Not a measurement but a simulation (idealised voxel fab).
Process module name: voxel transistor to metal
The cross-section on display is named cut; it measures 175 nm wide, and its cells are 5 nm squares.
Each cross-section below is a grid of square cells, stated as bands in top-down order, with one or more rows of cells making up each band. In this notation a band is specified by the heights of its top and bottom, in that order and in nm, after which its materials appear from left to right, each paired with its width in nm. The word "everywhere" attached to a single material means that material fills the band from edge to edge; the word "air" stands for empty space. Counting heights begins at 0, where everything beneath is, in the wafer as received, one material. The lowest band has no bottom; it goes on downwards, as "0 down" shows. Note: "30->40" means the width goes from the first number (top row of the band) to the second number (bottom row) in equal steps per row of cells. Basically "no modification" means that step didn't change any cell in the cross-section. "Closed void entries" - sealed voids, min. 8 cells, no opening to top; format: width x height at distance (distance from left edge; nm throughout). Text after the settings on a step's line: the simulator's own remark on that step. overlay nm, on a step with a mask: how far to the right of its planned place the mask lay; to the left if negative.
Set out below are the planned steps of the process:
step 1: RECEIVE, material Si
step 2: OXIDIZE, depth nm 5
step 3: CONFORMAL_DEP, material SiN, thk nm 10
step 4: DIRECTIONAL_DEP, material aC, thk nm 10
step 5: PATTERN, tone cover, mask id ACTIVE, material resist, width nm 105, thk nm 30, overlay nm 0
step 6: DIRECTIONAL_ETCH, etch materials aC, depth nm 10
step 7: STRIP, etch materials resist
step 8: DIRECTIONAL_ETCH, etch materials SiN, depth nm 10
step 9: DIRECTIONAL_ETCH, etch materials SiO2, depth nm 5
step 10: DIRECTIONAL_ETCH, etch materials Si, depth nm 25
step 11: STRIP, etch materials aC
step 12: FILL_DEP, material SiO2, thk nm 15
step 13: CMP, height nm 10
step 14: SELECTIVE_ETCH, etch materials SiO2, depth nm 5
step 15: STRIP, etch materials SiN
step 16: SELECTIVE_ETCH, etch materials SiO2, depth nm 5
step 17: OXIDIZE, depth nm 5
step 18: DIRECTIONAL_DEP, material polySi, thk nm 30
step 19: DIRECTIONAL_DEP, material SiCN, thk nm 15
step 20: PATTERN, tone cover, mask id GATE, material resist, width nm 15, thk nm 20, overlay nm 0
step 21: DIRECTIONAL_ETCH, etch materials SiCN, depth nm 25
step 22: DIRECTIONAL_ETCH, etch materials polySi, depth nm 40
step 23: STRIP, etch materials resist
step 24: CONFORMAL_DEP, material SiO2, thk nm 5
step 25: DIRECTIONAL_ETCH, etch materials SiO2, depth nm 5
step 26: CONFORMAL_DEP, material SiN, thk nm 10
step 27: DIRECTIONAL_ETCH, etch materials SiN, depth nm 10
step 28: DIRECTIONAL_ETCH, etch materials SiO2, depth nm 5
step 29: DIRECTIONAL_ETCH, etch materials Si, depth nm 15
step 30: EPI, material pSi, thk nm 20
step 31: FILL_DEP, material SiO2, thk nm 5
step 32: CMP, height nm 40
step 33: DIRECTIONAL_DEP, material SiO2, thk nm 15
step 34: PATTERN, tone open, mask id CONTACT, material resist, width nm 20, pitch nm 65, thk nm 20, overlay nm 0
step 35: DIRECTIONAL_ETCH, etch materials SiO2, depth nm 45
step 36: STRIP, etch materials resist
step 37: CONFORMAL_DEP, material TiN, thk nm 5
step 38: FILL_DEP, material Ru, thk nm 5
step 39: CMP, height nm 55
step 40: DIRECTIONAL_DEP, material TiN, thk nm 5
step 41: DIRECTIONAL_DEP, material Ru, thk nm 25
step 42: PATTERN, tone cover, mask id METAL_1, material resist, width nm 20, pitch nm 65, thk nm 20, overlay nm 0
step 43: DIRECTIONAL_ETCH, etch materials Ru, depth nm 25
step 44: DIRECTIONAL_ETCH, etch materials TiN, depth nm 5
step 45: STRIP, etch materials resist
step 46: FILL_DEP, material SiO2, thk nm 5
step 47: CMP, height nm 85
step 48: CONFORMAL_DEP, material SiN, thk nm 5
So this is the incoming wafer in cross-section - it's already been through step 1:
  0 down  Si everywhere
  Closed void entries: none
The first of the two wafers as seen in cross-section once the module was finished; processing followed the plan:
  90 to 85  SiN everywhere
  85 to 60  SiO2: 45 | Ru: 20 | SiO2: 45 | Ru: 20 | SiO2: 45
  60 to 55  SiO2: 45 | TiN: 20 | SiO2: 45 | TiN: 20 | SiO2: 45
  55 to 40  SiO2: 45 | TiN: 5 | Ru: 10 | TiN: 5 | SiO2: 45 | TiN: 5 | Ru: 10 | TiN: 5 | SiO2: 45
  40 to 25  SiO2: 45 | TiN: 5 | Ru: 10 | TiN: 5 | SiN: 10 | SiO2: 5 | SiCN: 15 | SiO2: 5 | SiN: 10 | TiN: 5 | Ru: 10 | TiN: 5 | SiO2: 45
  25 to 15  SiO2: 45 | TiN: 5 | Ru: 10 | TiN: 5 | SiN: 10 | SiO2: 5 | polySi: 15 | SiO2: 5 | SiN: 10 | TiN: 5 | Ru: 10 | TiN: 5 | SiO2: 45
  15 to 10  SiO2: 45 | TiN: 20 | SiN: 10 | SiO2: 5 | polySi: 15 | SiO2: 5 | SiN: 10 | TiN: 20 | SiO2: 45
  10 to 0  SiO2: 35 | pSi: 30 | SiN: 10 | SiO2: 5 | polySi: 15 | SiO2: 5 | SiN: 10 | pSi: 30 | SiO2: 35
  0 to -5  SiO2: 35 | SiN: 10 | pSi: 20 | SiN: 10 | SiO2: 5 | polySi: 15 | SiO2: 5 | SiN: 10 | pSi: 20 | SiN: 10 | SiO2: 35
  -5 to -10  SiO2: 45 | pSi: 20 | SiO2: 45 | pSi: 20 | SiO2: 45
  -10 to -25  SiO2: 35 | Si: 10 | pSi: 20 | Si: 45 | pSi: 20 | Si: 10 | SiO2: 35
  -25 to -30  SiO2: 35 | Si: 105 | SiO2: 35
  -30 down  Si everywhere
  Closed void entries: none
Second wafer through the module, sectioned at the end: same beginning and same plan as the first wafer, with one mistake in carrying it out:
  90 to 85  SiN everywhere
  85 to 60  SiO2: 45 | Ru: 20 | SiO2: 45 | Ru: 20 | SiO2: 45
  60 to 55  SiO2: 45 | TiN: 20 | SiO2: 45 | TiN: 20 | SiO2: 45
  55 to 40  SiO2: 45 | TiN: 5 | Ru: 10 | TiN: 5 | SiO2: 45 | TiN: 5 | Ru: 10 | TiN: 5 | SiO2: 45
  40 to 25  SiO2: 45 | TiN: 5 | Ru: 10 | TiN: 5 | SiN: 10 | SiO2: 5 | SiCN: 15 | SiO2: 5 | SiN: 10 | TiN: 5 | Ru: 10 | TiN: 5 | SiO2: 45
  25 to 15  SiO2: 45 | TiN: 5 | Ru: 10 | TiN: 5 | SiN: 10 | SiO2: 5 | polySi: 15 | SiO2: 5 | SiN: 10 | TiN: 5 | Ru: 10 | TiN: 5 | SiO2: 45
  15 to 10  SiO2: 45 | TiN: 20 | SiN: 10 | SiO2: 5 | polySi: 15 | SiO2: 5 | SiN: 10 | TiN: 20 | SiO2: 45
  10 to 0  SiO2: 30 | pSi: 35 | SiN: 10 | SiO2: 5 | polySi: 15 | SiO2: 5 | SiN: 10 | pSi: 25 | SiO2: 40
  0 to -5  SiO2: 30 | SiN: 10 | pSi: 25 | SiN: 10 | SiO2: 5 | polySi: 15 | SiO2: 5 | SiN: 10 | pSi: 15 | SiN: 10 | SiO2: 40
  -5 to -10  SiO2: 40 | pSi: 25 | SiO2: 45 | pSi: 15 | SiO2: 50
  -10 to -25  SiO2: 30 | Si: 10 | pSi: 25 | Si: 45 | pSi: 15 | Si: 10 | SiO2: 40
  -25 to -30  SiO2: 30 | Si: 105 | SiO2: 40
  -30 down  Si everywhere
  Closed void entries: none
Deviation from plan: contrary to plan, step 5 was performed as PATTERN, tone cover, mask id ACTIVE, material resist, width nm 105, thk nm 30, overlay nm -5
At the end, each material covers as many cells on the second wafer as it does on the first, though the cells it covers are elsewhere.
